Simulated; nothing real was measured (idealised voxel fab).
The process module that follows is named voxel self aligned vias.
Section cut is 210 nm wide and gridded with 5 nm square cells.
Cross-section layout: square cells on a grid; listed as bands, top to bottom; a band spans one or more cell rows.
Quick guide to a band line: top height, bottom height (nm) up front; then every material left to right with its width in nm. Only one material and it's marked "throughout"? Then it fills the band edge to edge. And "blank" just means empty space.
A quick word on heights: they are counted from 0, and under that level the wafer as it came to us is one material throughout. The lowest band is different from the rest in having no bottom; it simply continues downward, written as in "from 0 down".
With a width like "30..40", each row of cells in the band differs from the next by the same amount, the top row carrying the first number and the bottom row the second.
You'll sometimes find "changes: none" written for a step, and that's the way of saying that nowhere in the cross-section did a cell change during that step.
"Closed void list": empty spaces of 8 cells or more with no open way to the top, each given as width x height at distance, distance from the left edge, all in nm.
Heads up: the bit after the settings on a step's line is the simulator's remark on that step.
"overlay nm", when on a step's line for a step with a mask, measures how far to the right of its planned place the mask lay; a negative measure means to the left.
-- Planned process steps
1) RECEIVE (material Si)
2) CONFORMAL_DEP (material SiO2; thk nm 10)
3) CONFORMAL_DEP (material SiCN; thk nm 5)
4) DIRECTIONAL_DEP (material SiO2; thk nm 30)
5) MASKED_ETCH (tone open; mask id LINES; width nm 20; pitch nm 60; etch materials SiO2; depth nm 30; overlay nm 0)
6) CONFORMAL_DEP (material TiN; thk nm 5)
7) FILL_DEP (material W; thk nm 5)
8) CMP (height nm 45)
9) SELECTIVE_ETCH (etch materials W Ru TiN; depth nm 5)
10) FILL_DEP (material SiN; thk nm 10)
11) CMP (height nm 45)
12) DIRECTIONAL_DEP (material SiO2; thk nm 15)
13) PATTERN (tone open; mask id VIAS; material resist; width nm 30; thk nm 20; overlay nm 0)
14) DIRECTIONAL_ETCH (etch materials SiO2; depth nm 15)
15) DIRECTIONAL_ETCH (etch materials SiN; depth nm 5)
16) STRIP (etch materials resist)
17) CONFORMAL_DEP (material TiN; thk nm 5)
18) FILL_DEP (material Ru; thk nm 5)
19) CMP (height nm 60)
20) CONFORMAL_DEP (material SiN; thk nm 5)
The plan shows the thk nm of step 20 as the first wafer had it; this setting differs between the wafers, which start out alike.
-- Sectional view: first of several wafers, as received, after step 1
	from 0 down  Si throughout
	Closed void list: none
-- For your reference, the table is organized with a row per wafer; each row reflects the wafer at the end of the module, indicating for each material the cells gained (+) or lost (-) since receipt, and thereafter its closed voids
thk nm 5, +10 Ru, +42 SiCN, +46 SiN, +396 SiO2, +36 TiN, +16 W, Closed void list: none
thk nm 10, +10 Ru, +42 SiCN, +88 SiN, +396 SiO2, +36 TiN, +16 W, Closed void list: none
thk nm 15, +10 Ru, +42 SiCN, +130 SiN, +396 SiO2, +36 TiN, +16 W, Closed void list: none
thk nm 20, +10 Ru, +42 SiCN, +172 SiN, +396 SiO2, +36 TiN, +16 W, Closed void list: none
